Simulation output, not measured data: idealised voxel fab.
Process module heading - voxel local oxidation
Square cells of 5 nm make up the cross-section cut, whose width is 215 nm.
A cross-section is a grid of square cells, given in bands from the top down. A band is one or more rows of cells. Read a band's entry like this: the first values are the height of its top and the height of its bottom in nm, and what follows is the sequence of materials from left to right, each with its width in nm. Note that "empty" is empty space, and that a single material marked "all across" reaches across the band from edge to edge. Beneath 0, the wafer as received is one material, and that level is where height counting begins. The lowest band goes on downward without a bottom; it is written like "0 -> down". Read "30 to 40" as a graded width: first number on top, second number at the bottom, same change between each pair of neighbouring rows. Key: "remains unaltered" - step with no changed cell in the cross-section. Under "Closed internal voids" you'll find the enclosed gaps, the ones with no way out to the top, that are 8 cells or bigger; each reads width x height at distance, with distance counted from the left edge, everything in nm. Whatever follows a step's settings on its line is a remark the simulator itself makes about that step. The setting "overlay nm" may be written on the line of a step. When the step uses a mask, the value reports how far to the right of the planned place the mask lay, and a negative value reports that it lay to the left.

-- Process steps foreseen in the plan
- 1: op RECEIVE | material Si
- 2: op CONFORMAL_DEP | material SiO2 | thk nm 5
- 3: op CONFORMAL_DEP | material SiN | thk nm 10
- 4: op MASKED_ETCH | tone cover | mask id ACTIVE | width nm 90 | etch materials SiN | depth nm 10 | overlay nm 0
- 5: op SELECTIVE_ETCH | etch materials SiO2 | depth nm 5
- 6: op OXIDIZE | depth nm 10
- 7: op STRIP | etch materials SiN

-- as received, after step 1
- 0 -> down | Si all across
- Closed internal voids: none

-- Result of the module, cross-sectioned: start per above, plan per above, one error in how it was run
- 0 -> -10 | empty=75 / Si=60 / empty=80
- -10 -> down | Si all across
- Closed internal voids: none
Finding, execution versus plan: planned and actual differ for step 7; actual: op STRIP | etch materials SiO2
